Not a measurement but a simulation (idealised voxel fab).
Module name: voxel transistor to metal (process module)
It is cross-section cut that appears here, measuring 295 nm in width, its square cells being 5 nm in size.
If you're reading a cross-section in this doc, picture square cells in a grid; it comes to you as bands, top ones listed first down to the bottom, and a band can be one or more rows of cells.
Band entry format. Leading values: height of top, height of bottom, nm. Remainder: materials in left-to-right order, each with its width in nm. Special words: "throughout" on a single material, which then fills the band edge to edge; "blank", empty space.
Height is counted from the level 0, under which the received wafer is composed throughout of one material. The lowest of the bands is not closed at the bottom but continues downward, in the notation "0 down".
With a width like "30 to 40", each row of cells in the band differs from the next by the same amount, the top row carrying the first number and the bottom row the second.
Step note "changes: none" = no cross-section cell changed.
Entry "Sealed voids" = empty spaces >= 8 cells with no open way to the top; each as width x height at distance, distance from left edge, all nm.
On each step's line, the part that comes after the settings is the simulator's own comment on the step.
Steps that use a mask can have "overlay nm" on their line. It says how far the mask sat to the right of where it was meant to be. Negative means to the left.
## Planned process steps
- 1: RECEIVE: material Si
- 2: CONFORMAL_DEP: material SiO2, thk nm 5
- 3: CONFORMAL_DEP: material SiN, thk nm 15
- 4: MASKED_ETCH: tone cover, mask id ACTIVE, width nm 110, pitch nm 130, etch materials SiN, depth nm 15, overlay nm 0
- 5: MASKED_ETCH: tone cover, mask id ACTIVE, width nm 110, pitch nm 130, etch materials SiO2, depth nm 5, overlay nm 0
- 6: MASKED_ETCH: tone cover, mask id ACTIVE, width nm 110, pitch nm 130, etch materials Si, depth nm 30, overlay nm 0
- 7: FILL_DEP: material SiO2, thk nm 10
- 8: CMP: height nm 20
- 9: SELECTIVE_ETCH: etch materials SiO2, depth nm 15
- 10: STRIP: etch materials SiN
- 11: SELECTIVE_ETCH: etch materials SiO2, depth nm 5
- 12: OXIDIZE: depth nm 5
- 13: DIRECTIONAL_DEP: material polySi, thk nm 30
- 14: DIRECTIONAL_DEP: material SiCN, thk nm 10
- 15: DIRECTIONAL_DEP: material aC, thk nm 10
- 16: PATTERN: tone cover, mask id GATE, material resist, width nm 20, pitch nm 130, thk nm 25, overlay nm 0
- 17: DIRECTIONAL_ETCH: etch materials aC, depth nm 10
- 18: STRIP: etch materials resist
- 19: DIRECTIONAL_ETCH: etch materials SiCN, depth nm 20
- 20: DIRECTIONAL_ETCH: etch materials polySi, depth nm 40
- 21: STRIP: etch materials aC
- 22: CONFORMAL_DEP: material SiO2, thk nm 5
- 23: DIRECTIONAL_ETCH: etch materials SiO2, depth nm 5
- 24: CONFORMAL_DEP: material SiN, thk nm 5
- 25: DIRECTIONAL_ETCH: etch materials SiN, depth nm 5
- 26: DIRECTIONAL_ETCH: etch materials SiO2, depth nm 5
- 27: EPI: material SiGe, thk nm 5
- 28: FILL_DEP: material SiO2, thk nm 5
- 29: CMP: height nm 40
- 30: DIRECTIONAL_DEP: material SiO2, thk nm 15
- 31: DIRECTIONAL_DEP: material aC, thk nm 10
- 32: PATTERN: tone open, mask id CONTACT, material resist, width nm 20, thk nm 30, overlay nm 0
- 33: DIRECTIONAL_ETCH: etch materials aC, depth nm 10
- 34: STRIP: etch materials resist
- 35: DIRECTIONAL_ETCH: etch materials SiO2, depth nm 55
- 36: STRIP: etch materials aC
- 37: CONFORMAL_DEP: material TiN, thk nm 5
- 38: FILL_DEP: material Ru, thk nm 5
- 39: CMP: height nm 55
- 40: CONFORMAL_DEP: material SiN, thk nm 5
- 41: DIRECTIONAL_DEP: material lowk, thk nm 25
- 42: DIRECTIONAL_DEP: material aC, thk nm 15
- 43: PATTERN: tone open, mask id METAL_1, material resist, width nm 20, thk nm 35, overlay nm 0
- 44: DIRECTIONAL_ETCH: etch materials aC, depth nm 15
- 45: STRIP: etch materials resist
- 46: DIRECTIONAL_ETCH: etch materials lowk, depth nm 25
- 47: DIRECTIONAL_ETCH: etch materials SiN, depth nm 5
- 48: STRIP: etch materials aC
- 49: CONFORMAL_DEP: material TiN, thk nm 5
- 50: FILL_DEP: material W, thk nm 10
- 51: CMP: height nm 85
- 52: EPI: material Ru, thk nm 5
- 53: FILL_DEP: material SiCN, thk nm 5
- 54: DIRECTIONAL_DEP: material SiO2, thk nm 25
- 55: DIRECTIONAL_DEP: material aC, thk nm 10
- 56: PATTERN: tone open, mask id METAL_2, material resist, width nm 20, pitch nm 130, thk nm 25, overlay nm 0
- 57: DIRECTIONAL_ETCH: etch materials aC, depth nm 10
- 58: STRIP: etch materials resist
- 59: DIRECTIONAL_ETCH: etch materials SiO2, depth nm 15
- 60: STRIP: etch materials aC
- 61: DIRECTIONAL_DEP: material aC, thk nm 10
- 62: PATTERN: tone open, mask id METAL_2_HOLES, material resist, width nm 15, pitch nm 130, thk nm 25, overlay nm 0
- 63: DIRECTIONAL_ETCH: etch materials aC, depth nm 10
- 64: STRIP: etch materials resist
- 65: DIRECTIONAL_ETCH: etch materials SiO2, depth nm 10
- 66: DIRECTIONAL_ETCH: etch materials SiCN, depth nm 5
- 67: STRIP: etch materials aC
- 68: CONFORMAL_DEP: material TiN, thk nm 5
- 69: FILL_DEP: material Cu, thk nm 10
- 70: CMP: height nm 120
- 71: CONFORMAL_DEP: material SiCN, thk nm 5
## Wafer at receipt (post step 1), cross-section
* 0 down  Si throughout
* Sealed voids: none
## Starting structure and process plan are as shown above, but one mistake was made in running the module; the wafer cross-section at the end of the module follows
* 125 to 120  SiCN throughout
* 120 to 110  30 of SiO2  5 of TiN  10 of Cu  5 of TiN  110 of SiO2  5 of TiN  10 of Cu  5 of TiN  115 of SiO2
* 110 to 105  30 of SiO2  5 of TiN  5 of Cu  10 of TiN  110 of SiO2  5 of TiN  5 of Cu  10 of TiN  115 of SiO2
* 105 to 95  30 of SiO2  5 of TiN  5 of Cu  5 of TiN  115 of SiO2  5 of TiN  5 of Cu  5 of TiN  120 of SiO2
* 95 to 90  30 of SiCN  15 of TiN  115 of SiCN  15 of TiN  120 of SiCN
* 90 to 85  30 of SiCN  20 of Ru  60 of SiCN  20 of Ru  30 of SiCN  20 of Ru  60 of SiCN  20 of Ru  35 of SiCN
* 85 to 60  30 of lowk  5 of aC  10 of W  5 of aC  60 of lowk  5 of aC  10 of W  5 of aC  30 of lowk  5 of aC  10 of W  5 of aC  60 of lowk  5 of aC  10 of W  5 of aC  35 of lowk
* 60 to 55  30 of SiN  20 of aC  60 of SiN  20 of aC  30 of SiN  20 of aC  60 of SiN  20 of aC  35 of SiN
* 55 to 40  30 of SiO2  5 of TiN  10 of Ru  5 of TiN  60 of SiO2  5 of TiN  10 of Ru  5 of TiN  30 of SiO2  5 of TiN  10 of Ru  5 of TiN  60 of SiO2  5 of TiN  10 of Ru  5 of TiN  35 of SiO2
* 40 to 30  30 of SiO2  5 of TiN  10 of Ru  5 of TiN  10 of SiO2  5 of SiN  5 of SiO2  20 of SiCN  5 of SiO2  5 of SiN  10 of SiO2  5 of TiN  10 of Ru  5 of TiN  30 of SiO2  5 of TiN  10 of Ru  5 of TiN  10 of SiO2  5 of SiN  5 of SiO2  20 of SiCN  5 of SiO2  5 of SiN  10 of SiO2  5 of TiN  10 of Ru  5 of TiN  35 of SiO2
* 30 to 5  30 of SiO2  5 of TiN  10 of Ru  5 of TiN  10 of SiO2  5 of SiN  5 of SiO2  20 of polySi  5 of SiO2  5 of SiN  10 of SiO2  5 of TiN  10 of Ru  5 of TiN  30 of SiO2  5 of TiN  10 of Ru  5 of TiN  10 of SiO2  5 of SiN  5 of SiO2  20 of polySi  5 of SiO2  5 of SiN  10 of SiO2  5 of TiN  10 of Ru  5 of TiN  35 of SiO2
* 5 to 0  30 of SiO2  20 of TiN  10 of SiO2  5 of SiN  5 of SiO2  20 of polySi  5 of SiO2  5 of SiN  10 of SiO2  20 of TiN  30 of SiO2  20 of TiN  10 of SiO2  5 of SiN  5 of SiO2  20 of polySi  5 of SiO2  5 of SiN  10 of SiO2  20 of TiN  35 of SiO2
* 0 to -5  20 of SiO2  40 of SiGe  40 of SiO2  40 of SiGe  10 of SiO2  40 of SiGe  40 of SiO2  40 of SiGe  25 of SiO2
* -5 to -30  25 of SiO2  110 of Si  20 of SiO2  110 of Si  30 of SiO2
* -30 down  Si throughout
* Sealed voids: none
What broke from the plan during processing? step 49 was run on a setting that differed from the plan, and what really ran there is CONFORMAL_DEP: material aC, thk nm 5
